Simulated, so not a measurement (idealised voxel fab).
process module | voxel wiring stack
cross-section cut | 210 nm wide | cells 5 nm
A cross-section is a grid of square cells, given in bands from the top down. A band is one or more rows of cells.
Each band's line starts with the height of the band's top and of its bottom, in nm. Then come its materials from left to right, each with its width in nm. One material with "throughout" fills the band from edge to edge. "air" is empty space.
Height 0 is the level under which the wafer as received is all one material. The lowest band goes on downwards, as in "0 down".
A width such as "30 to 40" changes by the same amount from each row of cells to the next, from the band's top row to its bottom row.
"no change" after a step means that no cell of the cross-section changed.
closed voids: empty space of 8 cells or more with no open way to the top, each as width x height at its distance from the left edge, in nm
after a step's settings: what the simulator itself notes on the step
overlay nm, on a step with a mask: how far to the right of its planned place the mask lay; to the left if negative
plan
1 op RECEIVE | material Si
2 op CONFORMAL_DEP | material SiO2 | thk nm 10
3 op DIRECTIONAL_DEP | material TiN | thk nm 5
4 op DIRECTIONAL_DEP | material W | thk nm 15
5 op PATTERN | tone cover | mask id METAL_1 | material resist | width nm 30 | pitch nm 60 | thk nm 15 | overlay nm 0
6 op DIRECTIONAL_ETCH | etch materials W | depth nm 15
7 op DIRECTIONAL_ETCH | etch materials TiN | depth nm 5
8 op STRIP | etch materials resist
9 op FILL_DEP | material SiO2 | thk nm 5
10 op CMP | height nm 30
11 op CONFORMAL_DEP | material SiCN | thk nm 5
12 op DIRECTIONAL_DEP | material SiO2 | thk nm 10
13 op DIRECTIONAL_DEP | material aC | thk nm 10
14 op PATTERN | tone open | mask id PLUG_1 | material resist | width nm 15 | pitch nm 60 | thk nm 25 | overlay nm 0
15 op DIRECTIONAL_ETCH | etch materials aC | depth nm 10
16 op STRIP | etch materials resist
17 op DIRECTIONAL_ETCH | etch materials SiO2 | depth nm 10
18 op DIRECTIONAL_ETCH | etch materials SiCN | depth nm 5
19 op STRIP | etch materials aC
20 op EPI | material Ru | thk nm 10
21 op EPI | material Ru | thk nm 5
22 op CONFORMAL_DEP | material SiN | thk nm 5
23 op DIRECTIONAL_DEP | material SiO2 | thk nm 15
24 op DIRECTIONAL_DEP | material aC | thk nm 15
25 op PATTERN | tone open | mask id METAL_2 | material resist | width nm 30 | pitch nm 60 | thk nm 30 | overlay nm 0
26 op DIRECTIONAL_ETCH | etch materials aC | depth nm 15
27 op STRIP | etch materials resist
28 op DIRECTIONAL_ETCH | etch materials SiO2 | depth nm 15
29 op DIRECTIONAL_ETCH | etch materials SiN | depth nm 5
30 op STRIP | etch materials aC
31 op CONFORMAL_DEP | material TiN | thk nm 5
32 op FILL_DEP | material W | thk nm 10
33 op CMP | height nm 65
34 op CONFORMAL_DEP | material SiCN | thk nm 5
35 op DIRECTIONAL_DEP | material lowk | thk nm 15
36 op DIRECTIONAL_DEP | material aC | thk nm 10
37 op PATTERN | tone open | mask id PLUG_2 | material resist | width nm 15 | pitch nm 60 | thk nm 25 | overlay nm 0
38 op DIRECTIONAL_ETCH | etch materials aC | depth nm 10
39 op STRIP | etch materials resist
40 op DIRECTIONAL_ETCH | etch materials lowk | depth nm 15
41 op DIRECTIONAL_ETCH | etch materials SiCN | depth nm 5
42 op STRIP | etch materials aC
43 op EPI | material Ru | thk nm 10
44 op EPI | material Ru | thk nm 10
45 op DIRECTIONAL_DEP | material TiN | thk nm 5
46 op DIRECTIONAL_DEP | material Ru | thk nm 15
47 op DIRECTIONAL_DEP | material aC | thk nm 10
48 op PATTERN | tone cover | mask id METAL_3 | material resist | width nm 30 | pitch nm 60 | thk nm 25 | overlay nm 0
49 op DIRECTIONAL_ETCH | etch materials aC | depth nm 10
50 op STRIP | etch materials resist
51 op DIRECTIONAL_ETCH | etch materials Ru | depth nm 15
52 op DIRECTIONAL_ETCH | etch materials TiN | depth nm 5
53 op STRIP | etch materials aC
54 op FILL_DEP | material lowk | thk nm 5
55 op CMP | height nm 105
56 op CONFORMAL_DEP | material SiCN | thk nm 5
57 op DIRECTIONAL_DEP | material SiO2 | thk nm 20
58 op MASKED_ETCH | tone open | mask id PLUG_3 | width nm 15 | pitch nm 120 | etch materials SiO2 | depth nm 20 | overlay nm 0
59 op MASKED_ETCH | tone open | mask id PLUG_3 | width nm 15 | pitch nm 120 | etch materials SiCN | depth nm 5 | overlay nm 0
60 op CONFORMAL_DEP | material TiN | thk nm 5
61 op FILL_DEP | material Cu | thk nm 5
62 op CMP | height nm 130
63 op DIRECTIONAL_DEP | material TiN | thk nm 5
64 op DIRECTIONAL_DEP | material W | thk nm 15
65 op PATTERN | tone cover | mask id METAL_4 | material resist | width nm 30 | pitch nm 60 | thk nm 15 | overlay nm 0
66 op DIRECTIONAL_ETCH | etch materials W | depth nm 15
67 op DIRECTIONAL_ETCH | etch materials TiN | depth nm 5
68 op STRIP | etch materials resist
69 op FILL_DEP | material lowk | thk nm 10
70 op CMP | height nm 150
71 op CONFORMAL_DEP | material SiCN | thk nm 5
first wafer, as planned
as received, after step 1
  0 down: Si throughout
  closed voids: none
after step 2
  10 to 0: SiO2 throughout
  below 0: unchanged
after step 3
  15 to 10: TiN throughout
  below 10: unchanged
after step 4
  30 to 15: W throughout
  below 15: unchanged
after step 5
  45 to 30: air 30 | resist 30 | air 30 | resist 30 | air 30 | resist 30 | air 30
  below 30: unchanged
after step 6
  45 to 30: air 30 | resist 30 | air 30 | resist 30 | air 30 | resist 30 | air 30
  30 to 15: air 30 | W 30 | air 30 | W 30 | air 30 | W 30 | air 30
  below 15: unchanged
after step 7
  45 to 30: air 30 | resist 30 | air 30 | resist 30 | air 30 | resist 30 | air 30
  30 to 15: air 30 | W 30 | air 30 | W 30 | air 30 | W 30 | air 30
  15 to 10: air 30 | TiN 30 | air 30 | TiN 30 | air 30 | TiN 30 | air 30
  below 10: unchanged
after step 8
  30 to 15: air 30 | W 30 | air 30 | W 30 | air 30 | W 30 | air 30
  below 15: unchanged
after step 9
  35 to 30: SiO2 throughout
  30 to 15: SiO2 30 | W 30 | SiO2 30 | W 30 | SiO2 30 | W 30 | SiO2 30
  15 to 10: SiO2 30 | TiN 30 | SiO2 30 | TiN 30 | SiO2 30 | TiN 30 | SiO2 30
  below 10: unchanged
after step 10
  30 to 15: SiO2 30 | W 30 | SiO2 30 | W 30 | SiO2 30 | W 30 | SiO2 30
  below 15: unchanged
after step 11
  35 to 30: SiCN throughout
  below 30: unchanged
after step 12
  45 to 35: SiO2 throughout
  below 35: unchanged
after step 13
  55 to 45: aC throughout
  below 45: unchanged
after step 14
  80 to 55: resist 30 | air 15 | resist 45 | air 15 | resist 45 | air 15 | resist 45
  below 55: unchanged
after step 15
  70 to 55: resist 30 | air 15 | resist 45 | air 15 | resist 45 | air 15 | resist 45
  55 to 45: aC 30 | air 15 | aC 45 | air 15 | aC 45 | air 15 | aC 45
  below 45: unchanged
after step 16
  55 to 45: aC 30 | air 15 | aC 45 | air 15 | aC 45 | air 15 | aC 45
  below 45: unchanged
after step 17
  55 to 45: aC 30 | air 15 | aC 45 | air 15 | aC 45 | air 15 | aC 45
  45 to 35: SiO2 30 | air 15 | SiO2 45 | air 15 | SiO2 45 | air 15 | SiO2 45
  below 35: unchanged
after step 18
  55 to 45: aC 30 | air 15 | aC 45 | air 15 | aC 45 | air 15 | aC 45
  45 to 35: SiO2 30 | air 15 | SiO2 45 | air 15 | SiO2 45 | air 15 | SiO2 45
  35 to 30: SiCN 30 | air 15 | SiCN 45 | air 15 | SiCN 45 | air 15 | SiCN 45
  below 30: unchanged
after step 19
  45 to 35: SiO2 30 | air 15 | SiO2 45 | air 15 | SiO2 45 | air 15 | SiO2 45
  below 35: unchanged
after step 20
  45 to 40: SiO2 30 | air 15 | SiO2 45 | air 15 | SiO2 45 | air 15 | SiO2 45
  40 to 35: SiO2 30 | Ru 15 | SiO2 45 | Ru 15 | SiO2 45 | Ru 15 | SiO2 45
  35 to 30: SiCN 30 | Ru 15 | SiCN 45 | Ru 15 | SiCN 45 | Ru 15 | SiCN 45
  below 30: unchanged
after step 21
  45 to 35: SiO2 30 | Ru 15 | SiO2 45 | Ru 15 | SiO2 45 | Ru 15 | SiO2 45
  below 35: unchanged
after step 22
  50 to 45: SiN throughout
  below 45: unchanged
after step 23
  65 to 50: SiO2 throughout
  below 50: unchanged
after step 24
  80 to 65: aC throughout
  below 65: unchanged
after step 25
  110 to 80: resist 30 | air 30 | resist 30 | air 30 | resist 30 | air 30 | resist 30
  below 80: unchanged
after step 26
  95 to 80: resist 30 | air 30 | resist 30 | air 30 | resist 30 | air 30 | resist 30
  80 to 65: aC 30 | air 30 | aC 30 | air 30 | aC 30 | air 30 | aC 30
  below 65: unchanged
after step 27
  80 to 65: aC 30 | air 30 | aC 30 | air 30 | aC 30 | air 30 | aC 30
  below 65: unchanged
after step 28
  80 to 65: aC 30 | air 30 | aC 30 | air 30 | aC 30 | air 30 | aC 30
  65 to 50: SiO2 30 | air 30 | SiO2 30 | air 30 | SiO2 30 | air 30 | SiO2 30
  below 50: unchanged
after step 29
  80 to 65: aC 30 | air 30 | aC 30 | air 30 | aC 30 | air 30 | aC 30
  65 to 50: SiO2 30 | air 30 | SiO2 30 | air 30 | SiO2 30 | air 30 | SiO2 30
  50 to 45: SiN 30 | air 30 | SiN 30 | air 30 | SiN 30 | air 30 | SiN 30
  below 45: unchanged
after step 30
  65 to 50: SiO2 30 | air 30 | SiO2 30 | air 30 | SiO2 30 | air 30 | SiO2 30
  below 50: unchanged
after step 31
  70 to 65: TiN 35 | air 20 | TiN 40 | air 20 | TiN 40 | air 20 | TiN 35
  65 to 50: SiO2 30 | TiN 5 | air 20 | TiN 5 | SiO2 30 | TiN 5 | air 20 | TiN 5 | SiO2 30 | TiN 5 | air 20 | TiN 5 | SiO2 30
  50 to 45: SiN 30 | TiN 30 | SiN 30 | TiN 30 | SiN 30 | TiN 30 | SiN 30
  below 45: unchanged
after step 32
  80 to 70: W throughout
  70 to 65: TiN 35 | W 20 | TiN 40 | W 20 | TiN 40 | W 20 | TiN 35
  65 to 50: SiO2 30 | TiN 5 | W 20 | TiN 5 | SiO2 30 | TiN 5 | W 20 | TiN 5 | SiO2 30 | TiN 5 | W 20 | TiN 5 | SiO2 30
  below 50: unchanged
after step 33
  65 to 50: SiO2 30 | TiN 5 | W 20 | TiN 5 | SiO2 30 | TiN 5 | W 20 | TiN 5 | SiO2 30 | TiN 5 | W 20 | TiN 5 | SiO2 30
  below 50: unchanged
after step 34
  70 to 65: SiCN throughout
  below 65: unchanged
after step 35
  85 to 70: lowk throughout
  below 70: unchanged
after step 36
  95 to 85: aC throughout
  below 85: unchanged
after step 37
  120 to 95: resist 30 | air 15 | resist 45 | air 15 | resist 45 | air 15 | resist 45
  below 95: unchanged
after step 38
  110 to 95: resist 30 | air 15 | resist 45 | air 15 | resist 45 | air 15 | resist 45
  95 to 85: aC 30 | air 15 | aC 45 | air 15 | aC 45 | air 15 | aC 45
  below 85: unchanged
after step 39
  95 to 85: aC 30 | air 15 | aC 45 | air 15 | aC 45 | air 15 | aC 45
  below 85: unchanged
after step 40
  95 to 85: aC 30 | air 15 | aC 45 | air 15 | aC 45 | air 15 | aC 45
  85 to 70: lowk 30 | air 15 | lowk 45 | air 15 | lowk 45 | air 15 | lowk 45
  below 70: unchanged
after step 41
  95 to 85: aC 30 | air 15 | aC 45 | air 15 | aC 45 | air 15 | aC 45
  85 to 70: lowk 30 | air 15 | lowk 45 | air 15 | lowk 45 | air 15 | lowk 45
  70 to 65: SiCN 30 | air 15 | SiCN 45 | air 15 | SiCN 45 | air 15 | SiCN 45
  below 65: unchanged
after step 42
  85 to 70: lowk 30 | air 15 | lowk 45 | air 15 | lowk 45 | air 15 | lowk 45
  below 70: unchanged
after step 43
  85 to 75: lowk 30 | air 15 | lowk 45 | air 15 | lowk 45 | air 15 | lowk 45
  75 to 70: lowk 30 | Ru 15 | lowk 45 | Ru 15 | lowk 45 | Ru 15 | lowk 45
  70 to 65: SiCN 30 | Ru 15 | SiCN 45 | Ru 15 | SiCN 45 | Ru 15 | SiCN 45
  below 65: unchanged
after step 44
  85 to 70: lowk 30 | Ru 15 | lowk 45 | Ru 15 | lowk 45 | Ru 15 | lowk 45
  below 70: unchanged
after step 45
  90 to 85: TiN throughout
  below 85: unchanged
after step 46
  105 to 90: Ru throughout
  below 90: unchanged
after step 47
  115 to 105: aC throughout
  below 105: unchanged
after step 48
  140 to 115: air 30 | resist 30 | air 30 | resist 30 | air 30 | resist 30 | air 30
  below 115: unchanged
after step 49
  130 to 115: air 30 | resist 30 | air 30 | resist 30 | air 30 | resist 30 | air 30
  115 to 105: air 30 | aC 30 | air 30 | aC 30 | air 30 | aC 30 | air 30
  below 105: unchanged
after step 50
  115 to 105: air 30 | aC 30 | air 30 | aC 30 | air 30 | aC 30 | air 30
  below 105: unchanged
after step 51
  115 to 105: air 30 | aC 30 | air 30 | aC 30 | air 30 | aC 30 | air 30
  105 to 90: air 30 | Ru 30 | air 30 | Ru 30 | air 30 | Ru 30 | air 30
  below 90: unchanged
after step 52
  115 to 105: air 30 | aC 30 | air 30 | aC 30 | air 30 | aC 30 | air 30
  105 to 90: air 30 | Ru 30 | air 30 | Ru 30 | air 30 | Ru 30 | air 30
  90 to 85: air 30 | TiN 30 | air 30 | TiN 30 | air 30 | TiN 30 | air 30
  below 85: unchanged
after step 53
  105 to 90: air 30 | Ru 30 | air 30 | Ru 30 | air 30 | Ru 30 | air 30
  below 90: unchanged
after step 54
  110 to 105: lowk throughout
  105 to 90: lowk 30 | Ru 30 | lowk 30 | Ru 30 | lowk 30 | Ru 30 | lowk 30
  90 to 85: lowk 30 | TiN 30 | lowk 30 | TiN 30 | lowk 30 | TiN 30 | lowk 30
  below 85: unchanged
after step 55
  105 to 90: lowk 30 | Ru 30 | lowk 30 | Ru 30 | lowk 30 | Ru 30 | lowk 30
  below 90: unchanged
after step 56
  110 to 105: SiCN throughout
  below 105: unchanged
after step 57
  130 to 110: SiO2 throughout
  below 110: unchanged
after step 58
  130 to 110: SiO2 30 | air 15 | SiO2 105 | air 15 | SiO2 45
  below 110: unchanged
after step 59
  130 to 110: SiO2 30 | air 15 | SiO2 105 | air 15 | SiO2 45
  110 to 105: SiCN 30 | air 15 | SiCN 105 | air 15 | SiCN 45
  below 105: unchanged
after step 60
  135 to 130: TiN 35 | air 5 | TiN 115 | air 5 | TiN 50
  130 to 110: SiO2 30 | TiN 5 | air 5 | TiN 5 | SiO2 105 | TiN 5 | air 5 | TiN 5 | SiO2 45
  110 to 105: SiCN 30 | TiN 15 | SiCN 105 | TiN 15 | SiCN 45
  below 105: unchanged
after step 61
  140 to 135: Cu throughout
  135 to 130: TiN 35 | Cu 5 | TiN 115 | Cu 5 | TiN 50
  130 to 110: SiO2 30 | TiN 5 | Cu 5 | TiN 5 | SiO2 105 | TiN 5 | Cu 5 | TiN 5 | SiO2 45
  below 110: unchanged
after step 62
  130 to 110: SiO2 30 | TiN 5 | Cu 5 | TiN 5 | SiO2 105 | TiN 5 | Cu 5 | TiN 5 | SiO2 45
  below 110: unchanged
after step 63
  135 to 130: TiN throughout
  below 130: unchanged
after step 64
  150 to 135: W throughout
  below 135: unchanged
after step 65
  165 to 150: air 30 | resist 30 | air 30 | resist 30 | air 30 | resist 30 | air 30
  below 150: unchanged
after step 66
  165 to 150: air 30 | resist 30 | air 30 | resist 30 | air 30 | resist 30 | air 30
  150 to 135: air 30 | W 30 | air 30 | W 30 | air 30 | W 30 | air 30
  below 135: unchanged
after step 67
  165 to 150: air 30 | resist 30 | air 30 | resist 30 | air 30 | resist 30 | air 30
  150 to 135: air 30 | W 30 | air 30 | W 30 | air 30 | W 30 | air 30
  135 to 130: air 30 | TiN 30 | air 30 | TiN 30 | air 30 | TiN 30 | air 30
  below 130: unchanged
after step 68
  150 to 135: air 30 | W 30 | air 30 | W 30 | air 30 | W 30 | air 30
  below 135: unchanged
after step 69
  160 to 150: lowk throughout
  150 to 135: lowk 30 | W 30 | lowk 30 | W 30 | lowk 30 | W 30 | lowk 30
  135 to 130: lowk 30 | TiN 30 | lowk 30 | TiN 30 | lowk 30 | TiN 30 | lowk 30
  below 130: unchanged
after step 70
  150 to 135: lowk 30 | W 30 | lowk 30 | W 30 | lowk 30 | W 30 | lowk 30
  below 135: unchanged
after step 71
  155 to 150: SiCN throughout
  below 150: unchanged
second wafer: like start, like plan, one mistake. Through step 4 it matches the first wafer
when step 5 should have ended
  45 to 30: air 25 | resist 30 | air 30 | resist 30 | air 30 | resist 30 | air 35
  below 30: unchanged
when step 6 should have ended
  45 to 30: air 25 | resist 30 | air 30 | resist 30 | air 30 | resist 30 | air 35
  30 to 15: air 25 | W 30 | air 30 | W 30 | air 30 | W 30 | air 35
  below 15: unchanged
when step 7 should have ended
  45 to 30: air 25 | resist 30 | air 30 | resist 30 | air 30 | resist 30 | air 35
  30 to 15: air 25 | W 30 | air 30 | W 30 | air 30 | W 30 | air 35
  15 to 10: air 25 | TiN 30 | air 30 | TiN 30 | air 30 | TiN 30 | air 35
  below 10: unchanged
when step 8 should have ended
  30 to 15: air 25 | W 30 | air 30 | W 30 | air 30 | W 30 | air 35
  below 15: unchanged
when step 9 should have ended
  35 to 30: SiO2 throughout
  30 to 15: SiO2 25 | W 30 | SiO2 30 | W 30 | SiO2 30 | W 30 | SiO2 35
  15 to 10: SiO2 25 | TiN 30 | SiO2 30 | TiN 30 | SiO2 30 | TiN 30 | SiO2 35
  below 10: unchanged
when step 10 should have ended
  30 to 15: SiO2 25 | W 30 | SiO2 30 | W 30 | SiO2 30 | W 30 | SiO2 35
  below 15: unchanged
when step 11 should have ended
  35 to 30: SiCN throughout
  below 30: unchanged
when step 12 should have ended
  45 to 35: SiO2 throughout
  below 35: unchanged
when step 13 should have ended
  55 to 45: aC throughout
  below 45: unchanged
when step 14 should have ended
  80 to 55: resist 30 | air 15 | resist 45 | air 15 | resist 45 | air 15 | resist 45
  below 55: unchanged
when step 15 should have ended
  70 to 55: resist 30 | air 15 | resist 45 | air 15 | resist 45 | air 15 | resist 45
  55 to 45: aC 30 | air 15 | aC 45 | air 15 | aC 45 | air 15 | aC 45
  below 45: unchanged
when step 16 should have ended
  55 to 45: aC 30 | air 15 | aC 45 | air 15 | aC 45 | air 15 | aC 45
  below 45: unchanged
when step 17 should have ended
  55 to 45: aC 30 | air 15 | aC 45 | air 15 | aC 45 | air 15 | aC 45
  45 to 35: SiO2 30 | air 15 | SiO2 45 | air 15 | SiO2 45 | air 15 | SiO2 45
  below 35: unchanged
when step 18 should have ended
  55 to 45: aC 30 | air 15 | aC 45 | air 15 | aC 45 | air 15 | aC 45
  45 to 35: SiO2 30 | air 15 | SiO2 45 | air 15 | SiO2 45 | air 15 | SiO2 45
  35 to 30: SiCN 30 | air 15 | SiCN 45 | air 15 | SiCN 45 | air 15 | SiCN 45
  below 30: unchanged
when step 19 should have ended
  45 to 35: SiO2 30 | air 15 | SiO2 45 | air 15 | SiO2 45 | air 15 | SiO2 45
  below 35: unchanged
when step 20 should have ended
  45 to 40: SiO2 30 | air 15 | SiO2 45 | air 15 | SiO2 45 | air 15 | SiO2 45
  40 to 35: SiO2 30 | Ru 15 | SiO2 45 | Ru 15 | SiO2 45 | Ru 15 | SiO2 45
  35 to 30: SiCN 30 | Ru 15 | SiCN 45 | Ru 15 | SiCN 45 | Ru 15 | SiCN 45
  below 30: unchanged
when step 21 should have ended
  45 to 35: SiO2 30 | Ru 15 | SiO2 45 | Ru 15 | SiO2 45 | Ru 15 | SiO2 45
  below 35: unchanged
when step 22 should have ended
  50 to 45: SiN throughout
  below 45: unchanged
when step 23 should have ended
  65 to 50: SiO2 throughout
  below 50: unchanged
when step 24 should have ended
  80 to 65: aC throughout
  below 65: unchanged
when step 25 should have ended
  110 to 80: resist 30 | air 30 | resist 30 | air 30 | resist 30 | air 30 | resist 30
  below 80: unchanged
when step 26 should have ended
  95 to 80: resist 30 | air 30 | resist 30 | air 30 | resist 30 | air 30 | resist 30
  80 to 65: aC 30 | air 30 | aC 30 | air 30 | aC 30 | air 30 | aC 30
  below 65: unchanged
when step 27 should have ended
  80 to 65: aC 30 | air 30 | aC 30 | air 30 | aC 30 | air 30 | aC 30
  below 65: unchanged
when step 28 should have ended
  80 to 65: aC 30 | air 30 | aC 30 | air 30 | aC 30 | air 30 | aC 30
  65 to 50: SiO2 30 | air 30 | SiO2 30 | air 30 | SiO2 30 | air 30 | SiO2 30
  below 50: unchanged
when step 29 should have ended
  80 to 65: aC 30 | air 30 | aC 30 | air 30 | aC 30 | air 30 | aC 30
  65 to 50: SiO2 30 | air 30 | SiO2 30 | air 30 | SiO2 30 | air 30 | SiO2 30
  50 to 45: SiN 30 | air 30 | SiN 30 | air 30 | SiN 30 | air 30 | SiN 30
  below 45: unchanged
when step 30 should have ended
  65 to 50: SiO2 30 | air 30 | SiO2 30 | air 30 | SiO2 30 | air 30 | SiO2 30
  below 50: unchanged
when step 31 should have ended
  70 to 65: TiN 35 | air 20 | TiN 40 | air 20 | TiN 40 | air 20 | TiN 35
  65 to 50: SiO2 30 | TiN 5 | air 20 | TiN 5 | SiO2 30 | TiN 5 | air 20 | TiN 5 | SiO2 30 | TiN 5 | air 20 | TiN 5 | SiO2 30
  50 to 45: SiN 30 | TiN 30 | SiN 30 | TiN 30 | SiN 30 | TiN 30 | SiN 30
  below 45: unchanged
when step 32 should have ended
  80 to 70: W throughout
  70 to 65: TiN 35 | W 20 | TiN 40 | W 20 | TiN 40 | W 20 | TiN 35
  65 to 50: SiO2 30 | TiN 5 | W 20 | TiN 5 | SiO2 30 | TiN 5 | W 20 | TiN 5 | SiO2 30 | TiN 5 | W 20 | TiN 5 | SiO2 30
  below 50: unchanged
when step 33 should have ended
  65 to 50: SiO2 30 | TiN 5 | W 20 | TiN 5 | SiO2 30 | TiN 5 | W 20 | TiN 5 | SiO2 30 | TiN 5 | W 20 | TiN 5 | SiO2 30
  below 50: unchanged
when step 34 should have ended
  70 to 65: SiCN throughout
  below 65: unchanged
when step 35 should have ended
  85 to 70: lowk throughout
  below 70: unchanged
when step 36 should have ended
  95 to 85: aC throughout
  below 85: unchanged
when step 37 should have ended
  120 to 95: resist 30 | air 15 | resist 45 | air 15 | resist 45 | air 15 | resist 45
  below 95: unchanged
when step 38 should have ended
  110 to 95: resist 30 | air 15 | resist 45 | air 15 | resist 45 | air 15 | resist 45
  95 to 85: aC 30 | air 15 | aC 45 | air 15 | aC 45 | air 15 | aC 45
  below 85: unchanged
when step 39 should have ended
  95 to 85: aC 30 | air 15 | aC 45 | air 15 | aC 45 | air 15 | aC 45
  below 85: unchanged
when step 40 should have ended
  95 to 85: aC 30 | air 15 | aC 45 | air 15 | aC 45 | air 15 | aC 45
  85 to 70: lowk 30 | air 15 | lowk 45 | air 15 | lowk 45 | air 15 | lowk 45
  below 70: unchanged
when step 41 should have ended
  95 to 85: aC 30 | air 15 | aC 45 | air 15 | aC 45 | air 15 | aC 45
  85 to 70: lowk 30 | air 15 | lowk 45 | air 15 | lowk 45 | air 15 | lowk 45
  70 to 65: SiCN 30 | air 15 | SiCN 45 | air 15 | SiCN 45 | air 15 | SiCN 45
  below 65: unchanged
when step 42 should have ended
  85 to 70: lowk 30 | air 15 | lowk 45 | air 15 | lowk 45 | air 15 | lowk 45
  below 70: unchanged
when step 43 should have ended
  85 to 75: lowk 30 | air 15 | lowk 45 | air 15 | lowk 45 | air 15 | lowk 45
  75 to 70: lowk 30 | Ru 15 | lowk 45 | Ru 15 | lowk 45 | Ru 15 | lowk 45
  70 to 65: SiCN 30 | Ru 15 | SiCN 45 | Ru 15 | SiCN 45 | Ru 15 | SiCN 45
  below 65: unchanged
when step 44 should have ended
  85 to 70: lowk 30 | Ru 15 | lowk 45 | Ru 15 | lowk 45 | Ru 15 | lowk 45
  below 70: unchanged
when step 45 should have ended
  90 to 85: TiN throughout
  below 85: unchanged
when step 46 should have ended
  105 to 90: Ru throughout
  below 90: unchanged
when step 47 should have ended
  115 to 105: aC throughout
  below 105: unchanged
when step 48 should have ended
  140 to 115: air 30 | resist 30 | air 30 | resist 30 | air 30 | resist 30 | air 30
  below 115: unchanged
when step 49 should have ended
  130 to 115: air 30 | resist 30 | air 30 | resist 30 | air 30 | resist 30 | air 30
  115 to 105: air 30 | aC 30 | air 30 | aC 30 | air 30 | aC 30 | air 30
  below 105: unchanged
when step 50 should have ended
  115 to 105: air 30 | aC 30 | air 30 | aC 30 | air 30 | aC 30 | air 30
  below 105: unchanged
when step 51 should have ended
  115 to 105: air 30 | aC 30 | air 30 | aC 30 | air 30 | aC 30 | air 30
  105 to 90: air 30 | Ru 30 | air 30 | Ru 30 | air 30 | Ru 30 | air 30
  below 90: unchanged
when step 52 should have ended
  115 to 105: air 30 | aC 30 | air 30 | aC 30 | air 30 | aC 30 | air 30
  105 to 90: air 30 | Ru 30 | air 30 | Ru 30 | air 30 | Ru 30 | air 30
  90 to 85: air 30 | TiN 30 | air 30 | TiN 30 | air 30 | TiN 30 | air 30
  below 85: unchanged
when step 53 should have ended
  105 to 90: air 30 | Ru 30 | air 30 | Ru 30 | air 30 | Ru 30 | air 30
  below 90: unchanged
when step 54 should have ended
  110 to 105: lowk throughout
  105 to 90: lowk 30 | Ru 30 | lowk 30 | Ru 30 | lowk 30 | Ru 30 | lowk 30
  90 to 85: lowk 30 | TiN 30 | lowk 30 | TiN 30 | lowk 30 | TiN 30 | lowk 30
  below 85: unchanged
when step 55 should have ended
  105 to 90: lowk 30 | Ru 30 | lowk 30 | Ru 30 | lowk 30 | Ru 30 | lowk 30
  below 90: unchanged
when step 56 should have ended
  110 to 105: SiCN throughout
  below 105: unchanged
when step 57 should have ended
  130 to 110: SiO2 throughout
  below 110: unchanged
when step 58 should have ended
  130 to 110: SiO2 30 | air 15 | SiO2 105 | air 15 | SiO2 45
  below 110: unchanged
when step 59 should have ended
  130 to 110: SiO2 30 | air 15 | SiO2 105 | air 15 | SiO2 45
  110 to 105: SiCN 30 | air 15 | SiCN 105 | air 15 | SiCN 45
  below 105: unchanged
when step 60 should have ended
  135 to 130: TiN 35 | air 5 | TiN 115 | air 5 | TiN 50
  130 to 110: SiO2 30 | TiN 5 | air 5 | TiN 5 | SiO2 105 | TiN 5 | air 5 | TiN 5 | SiO2 45
  110 to 105: SiCN 30 | TiN 15 | SiCN 105 | TiN 15 | SiCN 45
  below 105: unchanged
when step 61 should have ended
  140 to 135: Cu throughout
  135 to 130: TiN 35 | Cu 5 | TiN 115 | Cu 5 | TiN 50
  130 to 110: SiO2 30 | TiN 5 | Cu 5 | TiN 5 | SiO2 105 | TiN 5 | Cu 5 | TiN 5 | SiO2 45
  below 110: unchanged
when step 62 should have ended
  130 to 110: SiO2 30 | TiN 5 | Cu 5 | TiN 5 | SiO2 105 | TiN 5 | Cu 5 | TiN 5 | SiO2 45
  below 110: unchanged
when step 63 should have ended
  135 to 130: TiN throughout
  below 130: unchanged
when step 64 should have ended
  150 to 135: W throughout
  below 135: unchanged
when step 65 should have ended
  165 to 150: air 30 | resist 30 | air 30 | resist 30 | air 30 | resist 30 | air 30
  below 150: unchanged
when step 66 should have ended
  165 to 150: air 30 | resist 30 | air 30 | resist 30 | air 30 | resist 30 | air 30
  150 to 135: air 30 | W 30 | air 30 | W 30 | air 30 | W 30 | air 30
  below 135: unchanged
when step 67 should have ended
  165 to 150: air 30 | resist 30 | air 30 | resist 30 | air 30 | resist 30 | air 30
  150 to 135: air 30 | W 30 | air 30 | W 30 | air 30 | W 30 | air 30
  135 to 130: air 30 | TiN 30 | air 30 | TiN 30 | air 30 | TiN 30 | air 30
  below 130: unchanged
when step 68 should have ended
  150 to 135: air 30 | W 30 | air 30 | W 30 | air 30 | W 30 | air 30
  below 135: unchanged
when step 69 should have ended
  160 to 150: lowk throughout
  150 to 135: lowk 30 | W 30 | lowk 30 | W 30 | lowk 30 | W 30 | lowk 30
  135 to 130: lowk 30 | TiN 30 | lowk 30 | TiN 30 | lowk 30 | TiN 30 | lowk 30
  below 130: unchanged
when step 70 should have ended
  150 to 135: lowk 30 | W 30 | lowk 30 | W 30 | lowk 30 | W 30 | lowk 30
  below 135: unchanged
when step 71 should have ended
  155 to 150: SiCN throughout
  below 150: unchanged
what went wrong: step 5 ran as: op PATTERN | tone cover | mask id METAL_1 | material resist | width nm 30 | pitch nm 60 | thk nm 15 | overlay nm -5
at the end the second wafer has, in cells: as many of each material as the first, in other places
